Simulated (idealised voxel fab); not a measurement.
process module | voxel capacitor over wiring
cross-section cut | 220 nm wide | cells 5 nm
A cross-section is a grid of square cells, given in bands from the top down. A band is one or more rows of cells.
Each band's line starts with the height of the band's top and of its bottom, in nm. Then come its materials from left to right, each with its width in nm. One material with "throughout" fills the band from edge to edge. "air" is empty space.
Height 0 is the level under which the wafer as received is all one material. The lowest band goes on downwards, as in "0 down".
A width such as "30 to 40" changes by the same amount from each row of cells to the next, from the band's top row to its bottom row.
"no change" after a step means that no cell of the cross-section changed.
closed voids: empty space of 8 cells or more with no open way to the top, each as width x height at its distance from the left edge, in nm
after a step's settings: what the simulator itself notes on the step
overlay nm, on a step with a mask: how far to the right of its planned place the mask lay; to the left if negative
plan
1 op RECEIVE | material Si
2 op CONFORMAL_DEP | material SiO2 | thk nm 10
3 op CONFORMAL_DEP | material SiN | thk nm 5
4 op DIRECTIONAL_DEP | material lowk | thk nm 15
5 op PATTERN | tone open | mask id METAL_1 | material resist | width nm 20 | pitch nm 70 | thk nm 15 | overlay nm 0
6 op DIRECTIONAL_ETCH | etch materials lowk | depth nm 15
7 op DIRECTIONAL_ETCH | etch materials SiN | depth nm 5
8 op STRIP | etch materials resist
9 op CONFORMAL_DEP | material TiN | thk nm 5
10 op FILL_DEP | material Cu | thk nm 10
11 op CMP | height nm 30
12 op CONFORMAL_DEP | material SiCN | thk nm 5
13 op DIRECTIONAL_DEP | material lowk | thk nm 20
14 op DIRECTIONAL_DEP | material aC | thk nm 10
15 op PATTERN | tone open | mask id PLUG_1 | material resist | width nm 15 | thk nm 30 | overlay nm 0
16 op DIRECTIONAL_ETCH | etch materials aC | depth nm 10
17 op STRIP | etch materials resist
18 op DIRECTIONAL_ETCH | etch materials lowk | depth nm 20
19 op DIRECTIONAL_ETCH | etch materials SiCN | depth nm 5
20 op STRIP | etch materials aC
21 op EPI | material Ru | thk nm 10
22 op EPI | material Ru | thk nm 10
23 op EPI | material Ru | thk nm 5
24 op DIRECTIONAL_DEP | material TiN | thk nm 10
25 op DIRECTIONAL_DEP | material SiN | thk nm 5
26 op DIRECTIONAL_DEP | material TiN | thk nm 10
27 op PATTERN | tone cover | mask id UPPER_PLATE | material resist | width nm 55 | thk nm 15 | overlay nm 0
28 op DIRECTIONAL_ETCH | etch materials TiN | depth nm 10
29 op DIRECTIONAL_ETCH | etch materials SiN | depth nm 5
30 op STRIP | etch materials resist
31 op MASKED_ETCH | tone cover | mask id LOWER_PLATE | width nm 65 | etch materials TiN | depth nm 10 | overlay nm 0
32 op FILL_DEP | material SiO2 | thk nm 15
33 op CMP | height nm 90
34 op DIRECTIONAL_DEP | material aC | thk nm 15
35 op PATTERN | tone open | mask id PLUG_2 | material resist | width nm 15 | thk nm 30 | overlay nm 0
36 op DIRECTIONAL_ETCH | etch materials aC | depth nm 15
37 op STRIP | etch materials resist
38 op DIRECTIONAL_ETCH | etch materials SiO2 | depth nm 10
39 op STRIP | etch materials aC
40 op CONFORMAL_DEP | material TiN | thk nm 5
41 op FILL_DEP | material Cu | thk nm 5
42 op CMP | height nm 90
43 op CONFORMAL_DEP | material SiCN | thk nm 5
first wafer, as planned
as received, after step 1
  0 down: Si throughout
  closed voids: none
after step 2
  10 to 0: SiO2 throughout
  below 0: unchanged
after step 3
  15 to 10: SiN throughout
  below 10: unchanged
after step 4
  30 to 15: lowk throughout
  below 15: unchanged
after step 5
  45 to 30: resist 65 | air 20 | resist 50 | air 20 | resist 65
  below 30: unchanged
after step 6
  45 to 30: resist 65 | air 20 | resist 50 | air 20 | resist 65
  30 to 15: lowk 65 | air 20 | lowk 50 | air 20 | lowk 65
  below 15: unchanged
after step 7
  45 to 30: resist 65 | air 20 | resist 50 | air 20 | resist 65
  30 to 15: lowk 65 | air 20 | lowk 50 | air 20 | lowk 65
  15 to 10: SiN 65 | air 20 | SiN 50 | air 20 | SiN 65
  below 10: unchanged
after step 8
  30 to 15: lowk 65 | air 20 | lowk 50 | air 20 | lowk 65
  below 15: unchanged
after step 9
  35 to 30: TiN 70 | air 10 | TiN 60 | air 10 | TiN 70
  30 to 15: lowk 65 | TiN 5 | air 10 | TiN 5 | lowk 50 | TiN 5 | air 10 | TiN 5 | lowk 65
  15 to 10: SiN 65 | TiN 20 | SiN 50 | TiN 20 | SiN 65
  below 10: unchanged
after step 10
  45 to 35: Cu throughout
  35 to 30: TiN 70 | Cu 10 | TiN 60 | Cu 10 | TiN 70
  30 to 15: lowk 65 | TiN 5 | Cu 10 | TiN 5 | lowk 50 | TiN 5 | Cu 10 | TiN 5 | lowk 65
  below 15: unchanged
after step 11
  30 to 15: lowk 65 | TiN 5 | Cu 10 | TiN 5 | lowk 50 | TiN 5 | Cu 10 | TiN 5 | lowk 65
  below 15: unchanged
after step 12
  35 to 30: SiCN throughout
  below 30: unchanged
after step 13
  55 to 35: lowk throughout
  below 35: unchanged
after step 14
  65 to 55: aC throughout
  below 55: unchanged
after step 15
  95 to 65: resist 70 | air 15 | resist 135
  below 65: unchanged
after step 16
  85 to 65: resist 70 | air 15 | resist 135
  65 to 55: aC 70 | air 15 | aC 135
  below 55: unchanged
after step 17
  65 to 55: aC 70 | air 15 | aC 135
  below 55: unchanged
after step 18
  65 to 55: aC 70 | air 15 | aC 135
  55 to 35: lowk 70 | air 15 | lowk 135
  below 35: unchanged
after step 19
  65 to 55: aC 70 | air 15 | aC 135
  55 to 35: lowk 70 | air 15 | lowk 135
  35 to 30: SiCN 70 | air 15 | SiCN 135
  below 30: unchanged
after step 20
  55 to 35: lowk 70 | air 15 | lowk 135
  below 35: unchanged
after step 21
  55 to 40: lowk 70 | air 15 | lowk 135
  40 to 35: lowk 70 | Ru 15 | lowk 135
  35 to 30: SiCN 70 | Ru 15 | SiCN 135
  below 30: unchanged
after step 22
  55 to 50: lowk 70 | air 15 | lowk 135
  50 to 35: lowk 70 | Ru 15 | lowk 135
  below 35: unchanged
after step 23
  55 to 35: lowk 70 | Ru 15 | lowk 135
  below 35: unchanged
after step 24
  65 to 55: TiN throughout
  below 55: unchanged
after step 25
  70 to 65: SiN throughout
  below 65: unchanged
after step 26
  80 to 70: TiN throughout
  below 70: unchanged
after step 27
  95 to 80: air 70 | resist 55 | air 95
  below 80: unchanged
after step 28
  95 to 80: air 70 | resist 55 | air 95
  80 to 70: air 70 | TiN 55 | air 95
  below 70: unchanged
after step 29
  95 to 80: air 70 | resist 55 | air 95
  80 to 70: air 70 | TiN 55 | air 95
  70 to 65: air 70 | SiN 55 | air 95
  below 65: unchanged
after step 30
  80 to 70: air 70 | TiN 55 | air 95
  below 70: unchanged
after step 31
  80 to 70: air 70 | TiN 55 | air 95
  70 to 65: air 70 | SiN 55 | air 95
  65 to 55: air 65 | TiN 65 | air 90
  below 55: unchanged
after step 32
  95 to 80: SiO2 throughout
  80 to 70: SiO2 70 | TiN 55 | SiO2 95
  70 to 65: SiO2 70 | SiN 55 | SiO2 95
  65 to 55: SiO2 65 | TiN 65 | SiO2 90
  below 55: unchanged
after step 33
  90 to 80: SiO2 throughout
  below 80: unchanged
after step 34
  105 to 90: aC throughout
  below 90: unchanged
after step 35
  135 to 105: resist 80 | air 15 | resist 125
  below 105: unchanged
after step 36
  120 to 105: resist 80 | air 15 | resist 125
  105 to 90: aC 80 | air 15 | aC 125
  below 90: unchanged
after step 37
  105 to 90: aC 80 | air 15 | aC 125
  below 90: unchanged
after step 38
  105 to 90: aC 80 | air 15 | aC 125
  90 to 80: SiO2 80 | air 15 | SiO2 125
  below 80: unchanged
after step 39
  90 to 80: SiO2 80 | air 15 | SiO2 125
  below 80: unchanged
after step 40
  95 to 90: TiN 85 | air 5 | TiN 130
  90 to 85: SiO2 80 | TiN 5 | air 5 | TiN 5 | SiO2 125
  85 to 80: SiO2 80 | TiN 15 | SiO2 125
  below 80: unchanged
after step 41
  100 to 95: Cu throughout
  95 to 90: TiN 85 | Cu 5 | TiN 130
  90 to 85: SiO2 80 | TiN 5 | Cu 5 | TiN 5 | SiO2 125
  below 85: unchanged
after step 42
  90 to 85: SiO2 80 | TiN 5 | Cu 5 | TiN 5 | SiO2 125
  below 85: unchanged
after step 43
  95 to 90: SiCN throughout
  below 90: unchanged
second wafer: like start, like plan, one mistake. Through step 23 it matches the first wafer
when step 24 should have ended
  60 to 55: SiN throughout
  below 55: unchanged
when step 25 should have ended
  70 to 60: TiN throughout
  below 60: unchanged
when step 26 should have ended
  80 to 60: TiN throughout
  below 60: unchanged
when step 27 should have ended
  95 to 80: air 70 | resist 55 | air 95
  below 80: unchanged
when step 28 should have ended
  95 to 80: air 70 | resist 55 | air 95
  80 to 70: air 70 | TiN 55 | air 95
  below 70: unchanged
when step 29 should have ended: no change
when step 30 should have ended
  80 to 70: air 70 | TiN 55 | air 95
  below 70: unchanged
when step 31 should have ended
  80 to 70: air 70 | TiN 55 | air 95
  70 to 60: air 65 | TiN 65 | air 90
  below 60: unchanged
when step 32 should have ended
  95 to 80: SiO2 throughout
  80 to 70: SiO2 70 | TiN 55 | SiO2 95
  70 to 60: SiO2 65 | TiN 65 | SiO2 90
  below 60: unchanged
when step 33 should have ended
  90 to 80: SiO2 throughout
  below 80: unchanged
when step 34 should have ended
  105 to 90: aC throughout
  below 90: unchanged
when step 35 should have ended
  135 to 105: resist 80 | air 15 | resist 125
  below 105: unchanged
when step 36 should have ended
  120 to 105: resist 80 | air 15 | resist 125
  105 to 90: aC 80 | air 15 | aC 125
  below 90: unchanged
when step 37 should have ended
  105 to 90: aC 80 | air 15 | aC 125
  below 90: unchanged
when step 38 should have ended
  105 to 90: aC 80 | air 15 | aC 125
  90 to 80: SiO2 80 | air 15 | SiO2 125
  below 80: unchanged
when step 39 should have ended
  90 to 80: SiO2 80 | air 15 | SiO2 125
  below 80: unchanged
when step 40 should have ended
  95 to 90: TiN 85 | air 5 | TiN 130
  90 to 85: SiO2 80 | TiN 5 | air 5 | TiN 5 | SiO2 125
  85 to 80: SiO2 80 | TiN 15 | SiO2 125
  below 80: unchanged
when step 41 should have ended
  100 to 95: Cu throughout
  95 to 90: TiN 85 | Cu 5 | TiN 130
  90 to 85: SiO2 80 | TiN 5 | Cu 5 | TiN 5 | SiO2 125
  below 85: unchanged
when step 42 should have ended
  90 to 85: SiO2 80 | TiN 5 | Cu 5 | TiN 5 | SiO2 125
  below 85: unchanged
when step 43 should have ended
  95 to 90: SiCN throughout
  below 90: unchanged
what went wrong: steps 24 and 25 were swapped
at the end the second wafer has, in cells: 33 more of SiN | 33 fewer of SiO2
